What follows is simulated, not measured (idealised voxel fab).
process module | voxel transistor to metal
cross-section cut | 300 nm wide | cells 5 nm
A cross-section is a grid of square cells, given in bands from the top down. A band is one or more rows of cells.
Each band's line starts with the height of the band's top and of its bottom, in nm. Then come its materials from left to right, each with its width in nm. One material with "throughout" fills the band from edge to edge. "air" is empty space.
Height 0 is the level under which the wafer as received is all one material. The lowest band goes on downwards, as in "0 down".
A width such as "30 to 40" changes by the same amount from each row of cells to the next, from the band's top row to its bottom row.
"no change" after a step means that no cell of the cross-section changed.
closed voids: empty space of 8 cells or more with no open way to the top, each as width x height at its distance from the left edge, in nm
after a step's settings: what the simulator itself notes on the step
overlay nm, on a step with a mask: how far to the right of its planned place the mask lay; to the left if negative
plan
1 op RECEIVE | material Si
2 op OXIDIZE | depth nm 5
3 op CONFORMAL_DEP | material SiN | thk nm 10
4 op PATTERN | tone cover | mask id ACTIVE | material resist | width nm 110 | pitch nm 140 | thk nm 20 | overlay nm 0
5 op DIRECTIONAL_ETCH | etch materials SiN | depth nm 10
6 op DIRECTIONAL_ETCH | etch materials SiO2 | depth nm 5
7 op DIRECTIONAL_ETCH | etch materials Si | depth nm 20
8 op STRIP | etch materials resist
9 op FILL_DEP | material SiO2 | thk nm 10
10 op CMP | height nm 10
11 op SELECTIVE_ETCH | etch materials SiO2 | depth nm 5
12 op STRIP | etch materials SiN
13 op SELECTIVE_ETCH | etch materials SiO2 | depth nm 5
14 op OXIDIZE | depth nm 5
15 op DIRECTIONAL_DEP | material polySi | thk nm 25
16 op DIRECTIONAL_DEP | material SiCN | thk nm 10
17 op MASKED_ETCH | tone cover | mask id GATE | width nm 20 | pitch nm 140 | etch materials SiCN | depth nm 20 | overlay nm 0
18 op MASKED_ETCH | tone cover | mask id GATE | width nm 20 | pitch nm 140 | etch materials polySi | depth nm 35 | overlay nm 0
19 op CONFORMAL_DEP | material SiN | thk nm 5
20 op DIRECTIONAL_ETCH | etch materials SiN | depth nm 5
21 op DIRECTIONAL_ETCH | etch materials SiO2 | depth nm 5
22 op DIRECTIONAL_ETCH | etch materials Si | depth nm 15
23 op EPI | material SiGe | thk nm 15
24 op FILL_DEP | material SiO2 | thk nm 5
25 op CMP | height nm 30
26 op DIRECTIONAL_DEP | material SiO2 | thk nm 15
27 op MASKED_ETCH | tone open | mask id CONTACT | width nm 35 | etch materials SiO2 | depth nm 55 | overlay nm 0
28 op CONFORMAL_DEP | material TiN | thk nm 5
29 op FILL_DEP | material W | thk nm 5
30 op CMP | height nm 45
31 op CONFORMAL_DEP | material SiN | thk nm 5
32 op DIRECTIONAL_DEP | material lowk | thk nm 25
33 op MASKED_ETCH | tone open | mask id METAL_1 | width nm 20 | etch materials lowk | depth nm 25 | overlay nm 0
34 op MASKED_ETCH | tone open | mask id METAL_1 | width nm 20 | etch materials SiN | depth nm 5 | overlay nm 0
35 op CONFORMAL_DEP | material TiN | thk nm 5
36 op FILL_DEP | material Ru | thk nm 5
37 op CMP | height nm 75
38 op EPI | material Ru | thk nm 5
39 op FILL_DEP | material SiCN | thk nm 5
40 op DIRECTIONAL_DEP | material SiO2 | thk nm 35
41 op DIRECTIONAL_DEP | material aC | thk nm 10
42 op PATTERN | tone open | mask id METAL_2 | material resist | width nm 20 | pitch nm 140 | thk nm 30 | overlay nm 0
43 op DIRECTIONAL_ETCH | etch materials aC | depth nm 10
44 op STRIP | etch materials resist
45 op DIRECTIONAL_ETCH | etch materials SiO2 | depth nm 20
46 op STRIP | etch materials aC
47 op PATTERN | tone open | mask id METAL_2_HOLES | material resist | width nm 15 | pitch nm 140 | thk nm 20 | overlay nm 0
48 op DIRECTIONAL_ETCH | etch materials SiO2 | depth nm 15
49 op DIRECTIONAL_ETCH | etch materials SiCN | depth nm 5
50 op STRIP | etch materials resist
51 op CONFORMAL_DEP | material TiN | thk nm 5
52 op FILL_DEP | material Ru | thk nm 5
53 op CMP | height nm 120
54 op CONFORMAL_DEP | material SiCN | thk nm 5
first wafer, as planned
as received, after step 1
  0 down: Si throughout
  closed voids: none
after step 2
  0 to -5: SiO2 throughout
  below -5: unchanged
after step 3
  10 to 0: SiN throughout
  below 0: unchanged
after step 4
  30 to 10: air 25 | resist 110 | air 30 | resist 110 | air 25
  below 10: unchanged
after step 5
  30 to 10: air 25 | resist 110 | air 30 | resist 110 | air 25
  10 to 0: air 25 | SiN 110 | air 30 | SiN 110 | air 25
  below 0: unchanged
after step 6
  30 to 10: air 25 | resist 110 | air 30 | resist 110 | air 25
  10 to 0: air 25 | SiN 110 | air 30 | SiN 110 | air 25
  0 to -5: air 25 | SiO2 110 | air 30 | SiO2 110 | air 25
  below -5: unchanged
after step 7
  30 to 10: air 25 | resist 110 | air 30 | resist 110 | air 25
  10 to 0: air 25 | SiN 110 | air 30 | SiN 110 | air 25
  0 to -5: air 25 | SiO2 110 | air 30 | SiO2 110 | air 25
  -5 to -25: air 25 | Si 110 | air 30 | Si 110 | air 25
  below -25: unchanged
after step 8
  10 to 0: air 25 | SiN 110 | air 30 | SiN 110 | air 25
  below 0: unchanged
after step 9
  20 to 10: SiO2 throughout
  10 to 0: SiO2 25 | SiN 110 | SiO2 30 | SiN 110 | SiO2 25
  0 to -5: SiO2 throughout
  -5 to -25: SiO2 25 | Si 110 | SiO2 30 | Si 110 | SiO2 25
  below -25: unchanged
after step 10
  10 to 0: SiO2 25 | SiN 110 | SiO2 30 | SiN 110 | SiO2 25
  below 0: unchanged
after step 11
  10 to 5: air 25 | SiN 110 | air 30 | SiN 110 | air 25
  below 5: unchanged
after step 12
  5 to 0: SiO2 25 | air 110 | SiO2 30 | air 110 | SiO2 25
  below 0: unchanged
after step 13
  0 to -5: SiO2 20 | air 120 | SiO2 20 | air 120 | SiO2 20
  below -5: unchanged
after step 14
  0 to -5: SiO2 20 | air 120 | SiO2 20 | air 120 | SiO2 20
  -5 to -10: SiO2 throughout
  below -10: unchanged
after step 15
  25 to 20: polySi 20 | air 120 | polySi 20 | air 120 | polySi 20
  20 to 0: polySi throughout
  0 to -5: SiO2 20 | polySi 120 | SiO2 20 | polySi 120 | SiO2 20
  below -5: unchanged
after step 16
  35 to 30: SiCN 20 | air 120 | SiCN 20 | air 120 | SiCN 20
  30 to 25: SiCN throughout
  25 to 20: polySi 20 | SiCN 120 | polySi 20 | SiCN 120 | polySi 20
  below 20: unchanged
after step 17
  30 to 25: air 70 | SiCN 20 | air 120 | SiCN 20 | air 70
  25 to 20: polySi 20 | air 50 | SiCN 20 | air 50 | polySi 20 | air 50 | SiCN 20 | air 50 | polySi 20
  below 20: unchanged
after step 18
  30 to 20: air 70 | SiCN 20 | air 120 | SiCN 20 | air 70
  20 to 0: air 70 | polySi 20 | air 120 | polySi 20 | air 70
  0 to -5: SiO2 20 | air 50 | polySi 20 | air 50 | SiO2 20 | air 50 | polySi 20 | air 50 | SiO2 20
  below -5: unchanged
after step 19
  35 to 30: air 65 | SiN 30 | air 110 | SiN 30 | air 65
  30 to 20: air 65 | SiN 5 | SiCN 20 | SiN 5 | air 110 | SiN 5 | SiCN 20 | SiN 5 | air 65
  20 to 5: air 65 | SiN 5 | polySi 20 | SiN 5 | air 110 | SiN 5 | polySi 20 | SiN 5 | air 65
  5 to 0: SiN 25 | air 40 | SiN 5 | polySi 20 | SiN 5 | air 40 | SiN 30 | air 40 | SiN 5 | polySi 20 | SiN 5 | air 40 | SiN 25
  0 to -5: SiO2 20 | SiN 50 | polySi 20 | SiN 50 | SiO2 20 | SiN 50 | polySi 20 | SiN 50 | SiO2 20
  below -5: unchanged
after step 20
  30 to 20: air 65 | SiN 5 | SiCN 20 | SiN 5 | air 110 | SiN 5 | SiCN 20 | SiN 5 | air 65
  20 to 0: air 65 | SiN 5 | polySi 20 | SiN 5 | air 110 | SiN 5 | polySi 20 | SiN 5 | air 65
  0 to -5: SiO2 20 | SiN 5 | air 40 | SiN 5 | polySi 20 | SiN 5 | air 40 | SiN 5 | SiO2 20 | SiN 5 | air 40 | SiN 5 | polySi 20 | SiN 5 | air 40 | SiN 5 | SiO2 20
  below -5: unchanged
after step 21
  30 to 20: air 65 | SiN 5 | SiCN 20 | SiN 5 | air 110 | SiN 5 | SiCN 20 | SiN 5 | air 65
  20 to 0: air 65 | SiN 5 | polySi 20 | SiN 5 | air 110 | SiN 5 | polySi 20 | SiN 5 | air 65
  0 to -5: air 20 | SiN 5 | air 40 | SiN 5 | polySi 20 | SiN 5 | air 40 | SiN 5 | air 20 | SiN 5 | air 40 | SiN 5 | polySi 20 | SiN 5 | air 40 | SiN 5 | air 20
  -5 to -10: SiO2 25 | air 40 | SiO2 30 | air 40 | SiO2 30 | air 40 | SiO2 30 | air 40 | SiO2 25
  below -10: unchanged
after step 22
  30 to 20: air 65 | SiN 5 | SiCN 20 | SiN 5 | air 110 | SiN 5 | SiCN 20 | SiN 5 | air 65
  20 to 0: air 65 | SiN 5 | polySi 20 | SiN 5 | air 110 | SiN 5 | polySi 20 | SiN 5 | air 65
  0 to -5: air 20 | SiN 5 | air 40 | SiN 5 | polySi 20 | SiN 5 | air 40 | SiN 5 | air 20 | SiN 5 | air 40 | SiN 5 | polySi 20 | SiN 5 | air 40 | SiN 5 | air 20
  -5 to -10: SiO2 25 | air 40 | SiO2 30 | air 40 | SiO2 30 | air 40 | SiO2 30 | air 40 | SiO2 25
  -10 to -25: SiO2 25 | air 40 | Si 30 | air 40 | SiO2 30 | air 40 | Si 30 | air 40 | SiO2 25
  below -25: unchanged
after step 23
  30 to 20: air 65 | SiN 5 | SiCN 20 | SiN 5 | air 110 | SiN 5 | SiCN 20 | SiN 5 | air 65
  20 to 5: air 65 | SiN 5 | polySi 20 | SiN 5 | air 110 | SiN 5 | polySi 20 | SiN 5 | air 65
  5 to 0: air 50 | SiGe 15 | SiN 5 | polySi 20 | SiN 5 | SiGe 15 | air 80 | SiGe 15 | SiN 5 | polySi 20 | SiN 5 | SiGe 15 | air 50
  0 to -5: air 20 | SiN 5 | air 25 | SiGe 15 | SiN 5 | polySi 20 | SiN 5 | SiGe 15 | air 25 | SiN 5 | air 20 | SiN 5 | air 25 | SiGe 15 | SiN 5 | polySi 20 | SiN 5 | SiGe 15 | air 25 | SiN 5 | air 20
  -5 to -10: SiO2 25 | air 25 | SiGe 15 | SiO2 30 | SiGe 15 | air 25 | SiO2 30 | air 25 | SiGe 15 | SiO2 30 | SiGe 15 | air 25 | SiO2 25
  -10 to -25: SiO2 25 | SiGe 40 | Si 30 | SiGe 40 | SiO2 30 | SiGe 40 | Si 30 | SiGe 40 | SiO2 25
  below -25: unchanged
after step 24
  35 to 30: SiO2 throughout
  30 to 20: SiO2 65 | SiN 5 | SiCN 20 | SiN 5 | SiO2 110 | SiN 5 | SiCN 20 | SiN 5 | SiO2 65
  20 to 5: SiO2 65 | SiN 5 | polySi 20 | SiN 5 | SiO2 110 | SiN 5 | polySi 20 | SiN 5 | SiO2 65
  5 to 0: SiO2 50 | SiGe 15 | SiN 5 | polySi 20 | SiN 5 | SiGe 15 | SiO2 80 | SiGe 15 | SiN 5 | polySi 20 | SiN 5 | SiGe 15 | SiO2 50
  0 to -5: SiO2 20 | SiN 5 | SiO2 25 | SiGe 15 | SiN 5 | polySi 20 | SiN 5 | SiGe 15 | SiO2 25 | SiN 5 | SiO2 20 | SiN 5 | SiO2 25 | SiGe 15 | SiN 5 | polySi 20 | SiN 5 | SiGe 15 | SiO2 25 | SiN 5 | SiO2 20
  -5 to -10: SiO2 50 | SiGe 15 | SiO2 30 | SiGe 15 | SiO2 80 | SiGe 15 | SiO2 30 | SiGe 15 | SiO2 50
  below -10: unchanged
after step 25
  30 to 20: SiO2 65 | SiN 5 | SiCN 20 | SiN 5 | SiO2 110 | SiN 5 | SiCN 20 | SiN 5 | SiO2 65
  below 20: unchanged
after step 26
  45 to 30: SiO2 throughout
  below 30: unchanged
after step 27
  45 to 30: SiO2 30 | air 35 | SiO2 30 | air 35 | SiO2 40 | air 35 | SiO2 30 | air 35 | SiO2 30
  30 to 20: SiO2 30 | air 35 | SiN 5 | SiCN 20 | SiN 5 | air 35 | SiO2 40 | air 35 | SiN 5 | SiCN 20 | SiN 5 | air 35 | SiO2 30
  20 to 5: SiO2 30 | air 35 | SiN 5 | polySi 20 | SiN 5 | air 35 | SiO2 40 | air 35 | SiN 5 | polySi 20 | SiN 5 | air 35 | SiO2 30
  5 to 0: SiO2 30 | air 20 | SiGe 15 | SiN 5 | polySi 20 | SiN 5 | SiGe 15 | air 20 | SiO2 40 | air 20 | SiGe 15 | SiN 5 | polySi 20 | SiN 5 | SiGe 15 | air 20 | SiO2 30
  0 to -5: SiO2 20 | SiN 5 | SiO2 5 | air 20 | SiGe 15 | SiN 5 | polySi 20 | SiN 5 | SiGe 15 | air 20 | SiO2 5 | SiN 5 | SiO2 20 | SiN 5 | SiO2 5 | air 20 | SiGe 15 | SiN 5 | polySi 20 | SiN 5 | SiGe 15 | air 20 | SiO2 5 | SiN 5 | SiO2 20
  -5 to -10: SiO2 30 | air 20 | SiGe 15 | SiO2 30 | SiGe 15 | air 20 | SiO2 40 | air 20 | SiGe 15 | SiO2 30 | SiGe 15 | air 20 | SiO2 30
  below -10: unchanged
after step 28
  50 to 45: TiN 35 | air 25 | TiN 40 | air 25 | TiN 50 | air 25 | TiN 40 | air 25 | TiN 35
  45 to 30: SiO2 30 | TiN 5 | air 25 | TiN 5 | SiO2 30 | TiN 5 | air 25 | TiN 5 | SiO2 40 | TiN 5 | air 25 | TiN 5 | SiO2 30 | TiN 5 | air 25 | TiN 5 | SiO2 30
  30 to 20: SiO2 30 | TiN 5 | air 25 | TiN 5 | SiN 5 | SiCN 20 | SiN 5 | TiN 5 | air 25 | TiN 5 | SiO2 40 | TiN 5 | air 25 | TiN 5 | SiN 5 | SiCN 20 | SiN 5 | TiN 5 | air 25 | TiN 5 | SiO2 30
  20 to 10: SiO2 30 | TiN 5 | air 25 | TiN 5 | SiN 5 | polySi 20 | SiN 5 | TiN 5 | air 25 | TiN 5 | SiO2 40 | TiN 5 | air 25 | TiN 5 | SiN 5 | polySi 20 | SiN 5 | TiN 5 | air 25 | TiN 5 | SiO2 30
  10 to 5: SiO2 30 | TiN 5 | air 10 | TiN 20 | SiN 5 | polySi 20 | SiN 5 | TiN 20 | air 10 | TiN 5 | SiO2 40 | TiN 5 | air 10 | TiN 20 | SiN 5 | polySi 20 | SiN 5 | TiN 20 | air 10 | TiN 5 | SiO2 30
  5 to 0: SiO2 30 | TiN 5 | air 10 | TiN 5 | SiGe 15 | SiN 5 | polySi 20 | SiN 5 | SiGe 15 | TiN 5 | air 10 | TiN 5 | SiO2 40 | TiN 5 | air 10 | TiN 5 | SiGe 15 | SiN 5 | polySi 20 | SiN 5 | SiGe 15 | TiN 5 | air 10 | TiN 5 | SiO2 30
  0 to -5: SiO2 20 | SiN 5 | SiO2 5 | TiN 5 | air 10 | TiN 5 | SiGe 15 | SiN 5 | polySi 20 | SiN 5 | SiGe 15 | TiN 5 | air 10 | TiN 5 | SiO2 5 | SiN 5 | SiO2 20 | SiN 5 | SiO2 5 | TiN 5 | air 10 | TiN 5 | SiGe 15 | SiN 5 | polySi 20 | SiN 5 | SiGe 15 | TiN 5 | air 10 | TiN 5 | SiO2 5 | SiN 5 | SiO2 20
  -5 to -10: SiO2 30 | TiN 20 | SiGe 15 | SiO2 30 | SiGe 15 | TiN 20 | SiO2 40 | TiN 20 | SiGe 15 | SiO2 30 | SiGe 15 | TiN 20 | SiO2 30
  below -10: unchanged
after step 29
  55 to 50: W throughout
  50 to 45: TiN 35 | W 25 | TiN 40 | W 25 | TiN 50 | W 25 | TiN 40 | W 25 | TiN 35
  45 to 30: SiO2 30 | TiN 5 | W 25 | TiN 5 | SiO2 30 | TiN 5 | W 25 | TiN 5 | SiO2 40 | TiN 5 | W 25 | TiN 5 | SiO2 30 | TiN 5 | W 25 | TiN 5 | SiO2 30
  30 to 20: SiO2 30 | TiN 5 | W 25 | TiN 5 | SiN 5 | SiCN 20 | SiN 5 | TiN 5 | W 25 | TiN 5 | SiO2 40 | TiN 5 | W 25 | TiN 5 | SiN 5 | SiCN 20 | SiN 5 | TiN 5 | W 25 | TiN 5 | SiO2 30
  20 to 10: SiO2 30 | TiN 5 | W 25 | TiN 5 | SiN 5 | polySi 20 | SiN 5 | TiN 5 | W 25 | TiN 5 | SiO2 40 | TiN 5 | W 25 | TiN 5 | SiN 5 | polySi 20 | SiN 5 | TiN 5 | W 25 | TiN 5 | SiO2 30
  10 to 5: SiO2 30 | TiN 5 | W 10 | TiN 20 | SiN 5 | polySi 20 | SiN 5 | TiN 20 | W 10 | TiN 5 | SiO2 40 | TiN 5 | W 10 | TiN 20 | SiN 5 | polySi 20 | SiN 5 | TiN 20 | W 10 | TiN 5 | SiO2 30
  5 to 0: SiO2 30 | TiN 5 | W 10 | TiN 5 | SiGe 15 | SiN 5 | polySi 20 | SiN 5 | SiGe 15 | TiN 5 | W 10 | TiN 5 | SiO2 40 | TiN 5 | W 10 | TiN 5 | SiGe 15 | SiN 5 | polySi 20 | SiN 5 | SiGe 15 | TiN 5 | W 10 | TiN 5 | SiO2 30
  0 to -5: SiO2 20 | SiN 5 | SiO2 5 | TiN 5 | W 10 | TiN 5 | SiGe 15 | SiN 5 | polySi 20 | SiN 5 | SiGe 15 | TiN 5 | W 10 | TiN 5 | SiO2 5 | SiN 5 | SiO2 20 | SiN 5 | SiO2 5 | TiN 5 | W 10 | TiN 5 | SiGe 15 | SiN 5 | polySi 20 | SiN 5 | SiGe 15 | TiN 5 | W 10 | TiN 5 | SiO2 5 | SiN 5 | SiO2 20
  below -5: unchanged
after step 30
  45 to 30: SiO2 30 | TiN 5 | W 25 | TiN 5 | SiO2 30 | TiN 5 | W 25 | TiN 5 | SiO2 40 | TiN 5 | W 25 | TiN 5 | SiO2 30 | TiN 5 | W 25 | TiN 5 | SiO2 30
  below 30: unchanged
after step 31
  50 to 45: SiN throughout
  below 45: unchanged
after step 32
  75 to 50: lowk throughout
  below 50: unchanged
after step 33
  75 to 50: lowk 30 | air 20 | lowk 60 | air 20 | lowk 40 | air 20 | lowk 60 | air 20 | lowk 30
  below 50: unchanged
after step 34
  75 to 50: lowk 30 | air 20 | lowk 60 | air 20 | lowk 40 | air 20 | lowk 60 | air 20 | lowk 30
  50 to 45: SiN 30 | air 20 | SiN 60 | air 20 | SiN 40 | air 20 | SiN 60 | air 20 | SiN 30
  below 45: unchanged
after step 35
  80 to 75: TiN 35 | air 10 | TiN 70 | air 10 | TiN 50 | air 10 | TiN 70 | air 10 | TiN 35
  75 to 50: lowk 30 | TiN 5 | air 10 | TiN 5 | lowk 60 | TiN 5 | air 10 | TiN 5 | lowk 40 | TiN 5 | air 10 | TiN 5 | lowk 60 | TiN 5 | air 10 | TiN 5 | lowk 30
  50 to 45: SiN 30 | TiN 20 | SiN 60 | TiN 20 | SiN 40 | TiN 20 | SiN 60 | TiN 20 | SiN 30
  below 45: unchanged
after step 36
  85 to 80: Ru throughout
  80 to 75: TiN 35 | Ru 10 | TiN 70 | Ru 10 | TiN 50 | Ru 10 | TiN 70 | Ru 10 | TiN 35
  75 to 50: lowk 30 | TiN 5 | Ru 10 | TiN 5 | lowk 60 | TiN 5 | Ru 10 | TiN 5 | lowk 40 | TiN 5 | Ru 10 | TiN 5 | lowk 60 | TiN 5 | Ru 10 | TiN 5 | lowk 30
  below 50: unchanged
after step 37
  75 to 50: lowk 30 | TiN 5 | Ru 10 | TiN 5 | lowk 60 | TiN 5 | Ru 10 | TiN 5 | lowk 40 | TiN 5 | Ru 10 | TiN 5 | lowk 60 | TiN 5 | Ru 10 | TiN 5 | lowk 30
  below 50: unchanged
after step 38
  80 to 75: air 25 | Ru 30 | air 50 | Ru 30 | air 30 | Ru 30 | air 50 | Ru 30 | air 25
  below 75: unchanged
after step 39
  85 to 80: SiCN throughout
  80 to 75: SiCN 25 | Ru 30 | SiCN 50 | Ru 30 | SiCN 30 | Ru 30 | SiCN 50 | Ru 30 | SiCN 25
  below 75: unchanged
after step 40
  120 to 85: SiO2 throughout
  below 85: unchanged
after step 41
  130 to 120: aC throughout
  below 120: unchanged
after step 42
  160 to 130: resist 30 | air 20 | resist 120 | air 20 | resist 110
  below 130: unchanged
after step 43
  150 to 130: resist 30 | air 20 | resist 120 | air 20 | resist 110
  130 to 120: aC 30 | air 20 | aC 120 | air 20 | aC 110
  below 120: unchanged
after step 44
  130 to 120: aC 30 | air 20 | aC 120 | air 20 | aC 110
  below 120: unchanged
after step 45
  130 to 120: aC 30 | air 20 | aC 120 | air 20 | aC 110
  120 to 100: SiO2 30 | air 20 | SiO2 120 | air 20 | SiO2 110
  below 100: unchanged
after step 46
  120 to 100: SiO2 30 | air 20 | SiO2 120 | air 20 | SiO2 110
  below 100: unchanged
after step 47
  140 to 120: resist 30 | air 15 | resist 125 | air 15 | resist 115
  120 to 100: SiO2 30 | air 15 | resist 5 | SiO2 120 | air 15 | resist 5 | SiO2 110
  below 100: unchanged
after step 48
  140 to 120: resist 30 | air 15 | resist 125 | air 15 | resist 115
  120 to 100: SiO2 30 | air 15 | resist 5 | SiO2 120 | air 15 | resist 5 | SiO2 110
  100 to 85: SiO2 30 | air 15 | SiO2 125 | air 15 | SiO2 115
  below 85: unchanged
after step 49
  140 to 120: resist 30 | air 15 | resist 125 | air 15 | resist 115
  120 to 100: SiO2 30 | air 15 | resist 5 | SiO2 120 | air 15 | resist 5 | SiO2 110
  100 to 85: SiO2 30 | air 15 | SiO2 125 | air 15 | SiO2 115
  85 to 80: SiCN 30 | air 15 | SiCN 125 | air 15 | SiCN 115
  below 80: unchanged
after step 50
  120 to 100: SiO2 30 | air 20 | SiO2 120 | air 20 | SiO2 110
  below 100: unchanged
after step 51
  125 to 120: TiN 35 | air 10 | TiN 130 | air 10 | TiN 115
  120 to 105: SiO2 30 | TiN 5 | air 10 | TiN 5 | SiO2 120 | TiN 5 | air 10 | TiN 5 | SiO2 110
  105 to 100: SiO2 30 | TiN 5 | air 5 | TiN 10 | SiO2 120 | TiN 5 | air 5 | TiN 10 | SiO2 110
  100 to 85: SiO2 30 | TiN 5 | air 5 | TiN 5 | SiO2 125 | TiN 5 | air 5 | TiN 5 | SiO2 115
  85 to 80: SiCN 30 | TiN 15 | SiCN 125 | TiN 15 | SiCN 115
  below 80: unchanged
after step 52
  130 to 125: Ru throughout
  125 to 120: TiN 35 | Ru 10 | TiN 130 | Ru 10 | TiN 115
  120 to 105: SiO2 30 | TiN 5 | Ru 10 | TiN 5 | SiO2 120 | TiN 5 | Ru 10 | TiN 5 | SiO2 110
  105 to 100: SiO2 30 | TiN 5 | Ru 5 | TiN 10 | SiO2 120 | TiN 5 | Ru 5 | TiN 10 | SiO2 110
  100 to 85: SiO2 30 | TiN 5 | Ru 5 | TiN 5 | SiO2 125 | TiN 5 | Ru 5 | TiN 5 | SiO2 115
  below 85: unchanged
after step 53
  120 to 105: SiO2 30 | TiN 5 | Ru 10 | TiN 5 | SiO2 120 | TiN 5 | Ru 10 | TiN 5 | SiO2 110
  below 105: unchanged
after step 54
  125 to 120: SiCN throughout
  below 120: unchanged
second wafer: like start, like plan, one mistake. Through step 32 it matches the first wafer
when step 33 should have ended
  75 to 50: lowk 25 | air 20 | lowk 60 | air 20 | lowk 40 | air 20 | lowk 60 | air 20 | lowk 35
  below 50: unchanged
when step 34 should have ended
  75 to 50: lowk 25 | air 20 | lowk 60 | air 20 | lowk 40 | air 20 | lowk 60 | air 20 | lowk 35
  50 to 45: SiN 30 | air 15 | SiN 65 | air 15 | SiN 45 | air 15 | SiN 65 | air 15 | SiN 35
  below 45: unchanged
when step 35 should have ended
  80 to 75: TiN 30 | air 10 | TiN 70 | air 10 | TiN 50 | air 10 | TiN 70 | air 10 | TiN 40
  75 to 55: lowk 25 | TiN 5 | air 10 | TiN 5 | lowk 60 | TiN 5 | air 10 | TiN 5 | lowk 40 | TiN 5 | air 10 | TiN 5 | lowk 60 | TiN 5 | air 10 | TiN 5 | lowk 35
  55 to 50: lowk 25 | TiN 10 | air 5 | TiN 5 | lowk 60 | TiN 10 | air 5 | TiN 5 | lowk 40 | TiN 10 | air 5 | TiN 5 | lowk 60 | TiN 10 | air 5 | TiN 5 | lowk 35
  50 to 45: SiN 30 | TiN 15 | SiN 65 | TiN 15 | SiN 45 | TiN 15 | SiN 65 | TiN 15 | SiN 35
  below 45: unchanged
when step 36 should have ended
  85 to 80: Ru throughout
  80 to 75: TiN 30 | Ru 10 | TiN 70 | Ru 10 | TiN 50 | Ru 10 | TiN 70 | Ru 10 | TiN 40
  75 to 55: lowk 25 | TiN 5 | Ru 10 | TiN 5 | lowk 60 | TiN 5 | Ru 10 | TiN 5 | lowk 40 | TiN 5 | Ru 10 | TiN 5 | lowk 60 | TiN 5 | Ru 10 | TiN 5 | lowk 35
  55 to 50: lowk 25 | TiN 10 | Ru 5 | TiN 5 | lowk 60 | TiN 10 | Ru 5 | TiN 5 | lowk 40 | TiN 10 | Ru 5 | TiN 5 | lowk 60 | TiN 10 | Ru 5 | TiN 5 | lowk 35
  below 50: unchanged
when step 37 should have ended
  75 to 55: lowk 25 | TiN 5 | Ru 10 | TiN 5 | lowk 60 | TiN 5 | Ru 10 | TiN 5 | lowk 40 | TiN 5 | Ru 10 | TiN 5 | lowk 60 | TiN 5 | Ru 10 | TiN 5 | lowk 35
  below 55: unchanged
when step 38 should have ended
  80 to 75: air 20 | Ru 30 | air 50 | Ru 30 | air 30 | Ru 30 | air 50 | Ru 30 | air 30
  below 75: unchanged
when step 39 should have ended
  85 to 80: SiCN throughout
  80 to 75: SiCN 20 | Ru 30 | SiCN 50 | Ru 30 | SiCN 30 | Ru 30 | SiCN 50 | Ru 30 | SiCN 30
  below 75: unchanged
when step 40 should have ended
  120 to 85: SiO2 throughout
  below 85: unchanged
when step 41 should have ended
  130 to 120: aC throughout
  below 120: unchanged
when step 42 should have ended
  160 to 130: resist 30 | air 20 | resist 120 | air 20 | resist 110
  below 130: unchanged
when step 43 should have ended
  150 to 130: resist 30 | air 20 | resist 120 | air 20 | resist 110
  130 to 120: aC 30 | air 20 | aC 120 | air 20 | aC 110
  below 120: unchanged
when step 44 should have ended
  130 to 120: aC 30 | air 20 | aC 120 | air 20 | aC 110
  below 120: unchanged
when step 45 should have ended
  130 to 120: aC 30 | air 20 | aC 120 | air 20 | aC 110
  120 to 100: SiO2 30 | air 20 | SiO2 120 | air 20 | SiO2 110
  below 100: unchanged
when step 46 should have ended
  120 to 100: SiO2 30 | air 20 | SiO2 120 | air 20 | SiO2 110
  below 100: unchanged
when step 47 should have ended
  140 to 120: resist 30 | air 15 | resist 125 | air 15 | resist 115
  120 to 100: SiO2 30 | air 15 | resist 5 | SiO2 120 | air 15 | resist 5 | SiO2 110
  below 100: unchanged
when step 48 should have ended
  140 to 120: resist 30 | air 15 | resist 125 | air 15 | resist 115
  120 to 100: SiO2 30 | air 15 | resist 5 | SiO2 120 | air 15 | resist 5 | SiO2 110
  100 to 85: SiO2 30 | air 15 | SiO2 125 | air 15 | SiO2 115
  below 85: unchanged
when step 49 should have ended
  140 to 120: resist 30 | air 15 | resist 125 | air 15 | resist 115
  120 to 100: SiO2 30 | air 15 | resist 5 | SiO2 120 | air 15 | resist 5 | SiO2 110
  100 to 85: SiO2 30 | air 15 | SiO2 125 | air 15 | SiO2 115
  85 to 80: SiCN 30 | air 15 | SiCN 125 | air 15 | SiCN 115
  below 80: unchanged
when step 50 should have ended
  120 to 100: SiO2 30 | air 20 | SiO2 120 | air 20 | SiO2 110
  below 100: unchanged
when step 51 should have ended
  125 to 120: TiN 35 | air 10 | TiN 130 | air 10 | TiN 115
  120 to 105: SiO2 30 | TiN 5 | air 10 | TiN 5 | SiO2 120 | TiN 5 | air 10 | TiN 5 | SiO2 110
  105 to 100: SiO2 30 | TiN 5 | air 5 | TiN 10 | SiO2 120 | TiN 5 | air 5 | TiN 10 | SiO2 110
  100 to 85: SiO2 30 | TiN 5 | air 5 | TiN 5 | SiO2 125 | TiN 5 | air 5 | TiN 5 | SiO2 115
  85 to 80: SiCN 30 | TiN 15 | SiCN 125 | TiN 15 | SiCN 115
  below 80: unchanged
when step 52 should have ended
  130 to 125: Ru throughout
  125 to 120: TiN 35 | Ru 10 | TiN 130 | Ru 10 | TiN 115
  120 to 105: SiO2 30 | TiN 5 | Ru 10 | TiN 5 | SiO2 120 | TiN 5 | Ru 10 | TiN 5 | SiO2 110
  105 to 100: SiO2 30 | TiN 5 | Ru 5 | TiN 10 | SiO2 120 | TiN 5 | Ru 5 | TiN 10 | SiO2 110
  100 to 85: SiO2 30 | TiN 5 | Ru 5 | TiN 5 | SiO2 125 | TiN 5 | Ru 5 | TiN 5 | SiO2 115
  below 85: unchanged
when step 53 should have ended
  120 to 105: SiO2 30 | TiN 5 | Ru 10 | TiN 5 | SiO2 120 | TiN 5 | Ru 10 | TiN 5 | SiO2 110
  below 105: unchanged
when step 54 should have ended
  125 to 120: SiCN throughout
  below 120: unchanged
what went wrong: step 33 ran as: op MASKED_ETCH | tone open | mask id METAL_1 | width nm 20 | etch materials lowk | depth nm 25 | overlay nm -5
at the end the second wafer has, in cells: 4 fewer of Ru | 4 more of SiN
